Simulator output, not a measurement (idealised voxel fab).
A process module follows: voxel self aligned vias.
The cross-section on display is named cut; it measures 210 nm wide, and its cells are 5 nm squares.
Notation: cross-section as square-cell grid; stated in bands, top first, going down; one or more cell rows per band.
Band: top height; bottom height; in nm. Then, left to right: material with width in nm, for each material. "full width": a single material spanning edge to edge. "air": empty space.
The reference from which all heights are counted is 0, the level beneath which the as-received wafer is entirely one material; the lowest band, having no lower bound, proceeds downward and is written after the example "0 down".
The two numbers in a width such as "30 to 40" mark its ends across the band: the first belongs to the top row of cells, the second to the bottom row, and from each row to the next the width moves by the same amount.
A step reported as "identical to before" is a step in which no cell of the cross-section changed.
"Unvented internal voids" - sealed voids, min. 8 cells, no opening to top; format: width x height at distance (distance from left edge; nm throughout).
Where a step's line continues beyond its settings, the continuation is a remark by the simulator itself on that step.
When a step includes a mask, the "overlay nm" setting on its line states how far to the right of its planned place that mask lay, and negative values state how far to the left.
**Process steps foreseen in the plan**
1: RECEIVE with material Si
2: CONFORMAL_DEP with material SiO2, thk nm 10
3: CONFORMAL_DEP with material SiCN, thk nm 5
4: DIRECTIONAL_DEP with material lowk, thk nm 30
5: PATTERN with tone open, mask id LINES, material resist, width nm 20, pitch nm 55, thk nm 15, overlay nm 0
6: DIRECTIONAL_ETCH with etch materials lowk, depth nm 30
7: STRIP with etch materials resist
8: CONFORMAL_DEP with material TiN, thk nm 5
9: FILL_DEP with material W, thk nm 10
10: CMP with height nm 45
11: SELECTIVE_ETCH with etch materials W Ru TiN, depth nm 10
12: FILL_DEP with material SiN, thk nm 5
13: CMP with height nm 45
14: DIRECTIONAL_DEP with material lowk, thk nm 20
15: MASKED_ETCH with tone open, mask id VIAS, width nm 40, etch materials lowk, depth nm 20, overlay nm 0
16: MASKED_ETCH with tone open, mask id VIAS, width nm 40, etch materials SiN, depth nm 10, overlay nm 0
17: CONFORMAL_DEP with material TiN, thk nm 5
18: FILL_DEP with material W, thk nm 10
19: CMP with height nm 65
20: CONFORMAL_DEP with material SiCN, thk nm 5
**Wafer as received: cross-section following step 1**
  0 down: Si full width
  Unvented internal voids: none
**Below is the wafer in cross-section after the module was completed. It began from the starting point shown above and followed the plan shown above, except that one mistake was made while running it**
  70 to 65: SiCN full width
  65 to 45: 55 nm lowk / 10 nm TiN / 20 nm lowk / 10 nm TiN / 115 nm lowk
  45 to 35: 65 nm lowk / 20 nm SiN / 35 nm lowk / 20 nm SiN / 70 nm lowk
  35 to 20: 65 nm lowk / 5 nm TiN / 10 nm W / 5 nm TiN / 35 nm lowk / 5 nm TiN / 10 nm W / 5 nm TiN / 70 nm lowk
  20 to 15: 65 nm lowk / 20 nm TiN / 35 nm lowk / 20 nm TiN / 70 nm lowk
  15 to 10: SiCN full width
  10 to 0: SiO2 full width
  0 down: Si full width
  Unvented internal voids: none
what went wrong: plan steps 14 and 15 run swapped
